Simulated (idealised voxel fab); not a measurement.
Process module in this document: voxel quadruple lines
245 nm wide, 5 nm square cells: that's cross-section cut.
Square cells in a grid make up a cross-section in this document, and the grid is given as bands, listed from the top down, each one or more rows of cells.
It is stipulated that each band's entry specify, in nanometres, the height of the top of the band and then that of its bottom, followed by the materials of the band in left-to-right sequence, each together with its width in nanometres. A single material marked by the word "throughout" is understood to fill the band from edge to edge; the word "blank" is understood to denote empty space.
Height is counted from the level 0, under which the received wafer is composed throughout of one material. The lowest of the bands is not closed at the bottom but continues downward, in the notation "0..down".
So if you see something like "30..40" for the width, read it as the top row of the band sitting at the first number and the bottom row at the second, with every row in between moving by the same amount as the last.
Reading "no alterations made" for a step: not a cell of the cross-section changed in it.
For the entry "Closed void listing", the listed items are empty spaces with no open way to the top whose size is 8 cells or more; each item follows the pattern width x height at distance, where distance is from the left edge and all three are in nm.
On a step's line, text after the settings is the simulator commenting on that step.
overlay nm: for a step with a mask, the amount by which the mask lay right of where it was planned; a negative amount means left of it.
Process steps foreseen in the plan:
1. RECEIVE (material Si)
2. CONFORMAL_DEP (material Al2O3; thk nm 5)
3. DIRECTIONAL_DEP (material Ru; thk nm 10)
4. DIRECTIONAL_DEP (material polySi; thk nm 15)
5. DIRECTIONAL_DEP (material aC; thk nm 25)
6. PATTERN (tone cover; mask id MANDREL; material resist; width nm 35; pitch nm 100; thk nm 30; overlay nm 0)
7. DIRECTIONAL_ETCH (etch materials aC; depth nm 25)
8. STRIP (etch materials resist)
9. CONFORMAL_DEP (material SiO2; thk nm 15)
10. DIRECTIONAL_ETCH (etch materials SiO2; depth nm 15)
11. STRIP (etch materials aC)
12. DIRECTIONAL_ETCH (etch materials polySi; depth nm 15)
13. STRIP (etch materials SiO2)
14. CONFORMAL_DEP (material SiN; thk nm 10)
15. DIRECTIONAL_ETCH (etch materials SiN; depth nm 10)
16. STRIP (etch materials polySi)
17. DIRECTIONAL_ETCH (etch materials Ru; depth nm 10)
18. STRIP (etch materials SiN)
19. FILL_DEP (material SiO2; thk nm 5)
20. CMP (height nm 15)
First wafer out of two, processed as planned:
Incoming wafer, cross-sectional view, post step 1:
- 0..down  Si throughout
- Closed void listing: none
After step 2:
- 5..0  Al2O3 throughout
- Unchanged below 0.
After step 3:
- 15..5  Ru throughout
- Unchanged below 5.
After step 4:
- 30..15  polySi throughout
- Unchanged below 15.
After step 5:
- 55..30  aC throughout
- Unchanged below 30.
After step 6:
- 85..55  blank 55 | resist 35 | blank 65 | resist 35 | blank 55
- Unchanged below 55.
After step 7:
- 60..55  blank 55 | resist 35 | blank 65 | resist 35 | blank 55
- 55..30  blank 55 | aC 35 | blank 65 | aC 35 | blank 55
- Unchanged below 30.
After step 8:
- 55..30  blank 55 | aC 35 | blank 65 | aC 35 | blank 55
- Unchanged below 30.
After step 9:
- 70..55  blank 40 | SiO2 65 | blank 35 | SiO2 65 | blank 40
- 55..45  blank 40 | SiO2 15 | aC 35 | SiO2 15 | blank 35 | SiO2 15 | aC 35 | SiO2 15 | blank 40
- 45..30  SiO2 55 | aC 35 | SiO2 65 | aC 35 | SiO2 55
- Unchanged below 30.
After step 10:
- 55..30  blank 40 | SiO2 15 | aC 35 | SiO2 15 | blank 35 | SiO2 15 | aC 35 | SiO2 15 | blank 40
- Unchanged below 30.
After step 11:
- 55..30  blank 40 | SiO2 15 | blank 35 | SiO2 15 | blank 35 | SiO2 15 | blank 35 | SiO2 15 | blank 40
- Unchanged below 30.
After step 12:
- 55..30  blank 40 | SiO2 15 | blank 35 | SiO2 15 | blank 35 | SiO2 15 | blank 35 | SiO2 15 | blank 40
- 30..15  blank 40 | polySi 15 | blank 35 | polySi 15 | blank 35 | polySi 15 | blank 35 | polySi 15 | blank 40
- Unchanged below 15.
After step 13:
- 30..15  blank 40 | polySi 15 | blank 35 | polySi 15 | blank 35 | polySi 15 | blank 35 | polySi 15 | blank 40
- Unchanged below 15.
After step 14:
- 40..30  blank 30 | SiN 35 | blank 15 | SiN 35 | blank 15 | SiN 35 | blank 15 | SiN 35 | blank 30
- 30..25  blank 30 | SiN 10 | polySi 15 | SiN 10 | blank 15 | SiN 10 | polySi 15 | SiN 10 | blank 15 | SiN 10 | polySi 15 | SiN 10 | blank 15 | SiN 10 | polySi 15 | SiN 10 | blank 30
- 25..15  SiN 40 | polySi 15 | SiN 35 | polySi 15 | SiN 35 | polySi 15 | SiN 35 | polySi 15 | SiN 40
- Unchanged below 15.
After step 15:
- 30..15  blank 30 | SiN 10 | polySi 15 | SiN 10 | blank 15 | SiN 10 | polySi 15 | SiN 10 | blank 15 | SiN 10 | polySi 15 | SiN 10 | blank 15 | SiN 10 | polySi 15 | SiN 10 | blank 30
- Unchanged below 15.
After step 16:
- 30..15  blank 30 | SiN 10 | blank 15 | SiN 10 | blank 15 | SiN 10 | blank 15 | SiN 10 | blank 15 | SiN 10 | blank 15 | SiN 10 | blank 15 | SiN 10 | blank 15 | SiN 10 | blank 30
- Unchanged below 15.
After step 17:
- 30..15  blank 30 | SiN 10 | blank 15 | SiN 10 | blank 15 | SiN 10 | blank 15 | SiN 10 | blank 15 | SiN 10 | blank 15 | SiN 10 | blank 15 | SiN 10 | blank 15 | SiN 10 | blank 30
- 15..5  blank 30 | Ru 10 | blank 15 | Ru 10 | blank 15 | Ru 10 | blank 15 | Ru 10 | blank 15 | Ru 10 | blank 15 | Ru 10 | blank 15 | Ru 10 | blank 15 | Ru 10 | blank 30
- Unchanged below 5.
After step 18:
- 15..5  blank 30 | Ru 10 | blank 15 | Ru 10 | blank 15 | Ru 10 | blank 15 | Ru 10 | blank 15 | Ru 10 | blank 15 | Ru 10 | blank 15 | Ru 10 | blank 15 | Ru 10 | blank 30
- Unchanged below 5.
After step 19:
- 20..15  SiO2 throughout
- 15..5  SiO2 30 | Ru 10 | SiO2 15 | Ru 10 | SiO2 15 | Ru 10 | SiO2 15 | Ru 10 | SiO2 15 | Ru 10 | SiO2 15 | Ru 10 | SiO2 15 | Ru 10 | SiO2 15 | Ru 10 | SiO2 30
- Unchanged below 5.
After step 20:
- 15..5  SiO2 30 | Ru 10 | SiO2 15 | Ru 10 | SiO2 15 | Ru 10 | SiO2 15 | Ru 10 | SiO2 15 | Ru 10 | SiO2 15 | Ru 10 | SiO2 15 | Ru 10 | SiO2 15 | Ru 10 | SiO2 30
- Unchanged below 5.
What follows concerns the second wafer, which started out like the first and was meant to follow the very same plan; one mistake crept in when it was run, but everything up to and including step 1 is the same as for the first wafer:
Second wafer, sectioned view, at step 2's planned end time: no alterations made
Second wafer, sectioned view, at step 3's planned end time:
- 10..0  Ru throughout
- Unchanged below 0.
Second wafer, sectioned view, at step 4's planned end time:
- 25..10  polySi throughout
- Unchanged below 10.
Second wafer, sectioned view, at step 5's planned end time:
- 50..25  aC throughout
- Unchanged below 25.
Second wafer, sectioned view, at step 6's planned end time:
- 80..50  blank 55 | resist 35 | blank 65 | resist 35 | blank 55
- Unchanged below 50.
Second wafer, sectioned view, at step 7's planned end time:
- 55..50  blank 55 | resist 35 | blank 65 | resist 35 | blank 55
- 50..25  blank 55 | aC 35 | blank 65 | aC 35 | blank 55
- Unchanged below 25.
Second wafer, sectioned view, at step 8's planned end time:
- 50..25  blank 55 | aC 35 | blank 65 | aC 35 | blank 55
- Unchanged below 25.
Second wafer, sectioned view, at step 9's planned end time:
- 65..50  blank 40 | SiO2 65 | blank 35 | SiO2 65 | blank 40
- 50..40  blank 40 | SiO2 15 | aC 35 | SiO2 15 | blank 35 | SiO2 15 | aC 35 | SiO2 15 | blank 40
- 40..25  SiO2 55 | aC 35 | SiO2 65 | aC 35 | SiO2 55
- Unchanged below 25.
Second wafer, sectioned view, at step 10's planned end time:
- 50..25  blank 40 | SiO2 15 | aC 35 | SiO2 15 | blank 35 | SiO2 15 | aC 35 | SiO2 15 | blank 40
- Unchanged below 25.
Second wafer, sectioned view, at step 11's planned end time:
- 50..25  blank 40 | SiO2 15 | blank 35 | SiO2 15 | blank 35 | SiO2 15 | blank 35 | SiO2 15 | blank 40
- Unchanged below 25.
Second wafer, sectioned view, at step 12's planned end time:
- 50..25  blank 40 | SiO2 15 | blank 35 | SiO2 15 | blank 35 | SiO2 15 | blank 35 | SiO2 15 | blank 40
- 25..10  blank 40 | polySi 15 | blank 35 | polySi 15 | blank 35 | polySi 15 | blank 35 | polySi 15 | blank 40
- Unchanged below 10.
Second wafer, sectioned view, at step 13's planned end time:
- 25..10  blank 40 | polySi 15 | blank 35 | polySi 15 | blank 35 | polySi 15 | blank 35 | polySi 15 | blank 40
- Unchanged below 10.
Second wafer, sectioned view, at step 14's planned end time:
- 35..25  blank 30 | SiN 35 | blank 15 | SiN 35 | blank 15 | SiN 35 | blank 15 | SiN 35 | blank 30
- 25..20  blank 30 | SiN 10 | polySi 15 | SiN 10 | blank 15 | SiN 10 | polySi 15 | SiN 10 | blank 15 | SiN 10 | polySi 15 | SiN 10 | blank 15 | SiN 10 | polySi 15 | SiN 10 | blank 30
- 20..10  SiN 40 | polySi 15 | SiN 35 | polySi 15 | SiN 35 | polySi 15 | SiN 35 | polySi 15 | SiN 40
- Unchanged below 10.
Second wafer, sectioned view, at step 15's planned end time:
- 25..10  blank 30 | SiN 10 | polySi 15 | SiN 10 | blank 15 | SiN 10 | polySi 15 | SiN 10 | blank 15 | SiN 10 | polySi 15 | SiN 10 | blank 15 | SiN 10 | polySi 15 | SiN 10 | blank 30
- Unchanged below 10.
Second wafer, sectioned view, at step 16's planned end time:
- 25..10  blank 30 | SiN 10 | blank 15 | SiN 10 | blank 15 | SiN 10 | blank 15 | SiN 10 | blank 15 | SiN 10 | blank 15 | SiN 10 | blank 15 | SiN 10 | blank 15 | SiN 10 | blank 30
- Unchanged below 10.
Second wafer, sectioned view, at step 17's planned end time:
- 25..10  blank 30 | SiN 10 | blank 15 | SiN 10 | blank 15 | SiN 10 | blank 15 | SiN 10 | blank 15 | SiN 10 | blank 15 | SiN 10 | blank 15 | SiN 10 | blank 15 | SiN 10 | blank 30
- 10..0  blank 30 | Ru 10 | blank 15 | Ru 10 | blank 15 | Ru 10 | blank 15 | Ru 10 | blank 15 | Ru 10 | blank 15 | Ru 10 | blank 15 | Ru 10 | blank 15 | Ru 10 | blank 30
- Unchanged below 0.
Second wafer, sectioned view, at step 18's planned end time:
- 10..0  blank 30 | Ru 10 | blank 15 | Ru 10 | blank 15 | Ru 10 | blank 15 | Ru 10 | blank 15 | Ru 10 | blank 15 | Ru 10 | blank 15 | Ru 10 | blank 15 | Ru 10 | blank 30
- Unchanged below 0.
Second wafer, sectioned view, at step 19's planned end time:
- 15..10  SiO2 throughout
- 10..0  SiO2 30 | Ru 10 | SiO2 15 | Ru 10 | SiO2 15 | Ru 10 | SiO2 15 | Ru 10 | SiO2 15 | Ru 10 | SiO2 15 | Ru 10 | SiO2 15 | Ru 10 | SiO2 15 | Ru 10 | SiO2 30
- Unchanged below 0.
Second wafer, sectioned view, at step 20's planned end time: no alterations made
What was the processing mistake? heads up, step 2 of the plan was skipped and never actually ran
at the end the second wafer has, in cells: Al2O3 -49, SiO2 +49
